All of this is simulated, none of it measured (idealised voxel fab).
Documented hereafter: the process module known as voxel self aligned contacts.
Square cell edge 5 nm, section width 225 nm, ID cut.
For the purposes of this document, a cross-section shall be understood as a grid of square cells, specified as bands listed in top-to-bottom order, each band consisting of one or more rows of cells. Per band: top height and bottom height in nm, followed by the left-to-right materials and their widths in nm; "edge to edge" marks a single material spanning edge to edge, "blank" marks empty space. Height is counted from the level 0, under which the received wafer is composed throughout of one material. The lowest of the bands is not closed at the bottom but continues downward, in the notation "z 0 and below". Width "30 to 40": first value at the band's top row of cells, second value at its bottom row, equal change from row to row. Basically "nothing altered" means that step didn't change any cell in the cross-section. Each empty space that has no open way to the top and spans at least 8 cells appears under "Closed cavities" as width x height at distance, the distance counted from the left edge, all in nm. Post-settings text on a step line: simulator's own remark regarding the step. Regarding "overlay nm": on a step with a mask, it is the distance the mask lay to the right of its planned place; a negative value places it to the left.

[Process steps - plan]
- 1: RECEIVE (material Si)
- 2: OXIDIZE (depth nm 5)
- 3: DIRECTIONAL_DEP (material polySi; thk nm 30)
- 4: DIRECTIONAL_DEP (material SiN; thk nm 20)
- 5: PATTERN (tone cover; mask id GATE; material resist; width nm 35; pitch nm 65; thk nm 15; overlay nm 0)
- 6: DIRECTIONAL_ETCH (etch materials SiN; depth nm 20)
- 7: DIRECTIONAL_ETCH (etch materials polySi; depth nm 30)
- 8: STRIP (etch materials resist)
- 9: CONFORMAL_DEP (material SiN; thk nm 5)
- 10: DIRECTIONAL_ETCH (etch materials SiN; depth nm 5)
- 11: FILL_DEP (material SiO2; thk nm 15)
- 12: CMP (height nm 60)
- 13: DIRECTIONAL_DEP (material aC; thk nm 15)
- 14: PATTERN (tone open; mask id CONTACT; material resist; width nm 50; pitch nm 65; thk nm 30; overlay nm 0)
- 15: DIRECTIONAL_ETCH (etch materials aC; depth nm 15)
- 16: STRIP (etch materials resist)
- 17: DIRECTIONAL_ETCH (etch materials SiO2; depth nm 65)
- 18: STRIP (etch materials aC)
- 19: CONFORMAL_DEP (material TiN; thk nm 5)
- 20: FILL_DEP (material W; thk nm 10)
- 21: CMP (height nm 60)
- 22: CONFORMAL_DEP (material SiN; thk nm 5)

[Step 1 complete: cross-section of the wafer as received]
    z 0 and below | Si edge to edge
    Closed cavities: none

[The module was run from the start shown above using the plan shown above, but one mistake was made doing it; the resulting wafer cross-section is below]
    z 65 to 60 | SiN edge to edge
    z 60 to 50 | 55 nm SiO2  5 to 20 nm TiN  40 to 10 nm W  5 to 20 nm TiN  15 nm SiO2  5 to 20 nm TiN  40 to 10 nm W  5 to 20 nm TiN  55 nm SiO2
    z 50 to 30 | 25 nm SiO2  45 nm SiN  5 nm TiN  10 nm W  5 nm TiN  45 nm SiN  5 nm TiN  10 nm W  5 nm TiN  45 nm SiN  25 nm SiO2
    z 30 to 25 | 70 nm SiO2  20 nm TiN  45 nm SiO2  20 nm TiN  70 nm SiO2
    z 25 to 0 | polySi edge to edge
    z 0 and below | Si edge to edge
    Closed cavities: none
Nonconformance to the process plan: steps 2 and 3 of the plan were each performed in the slot designated for the other
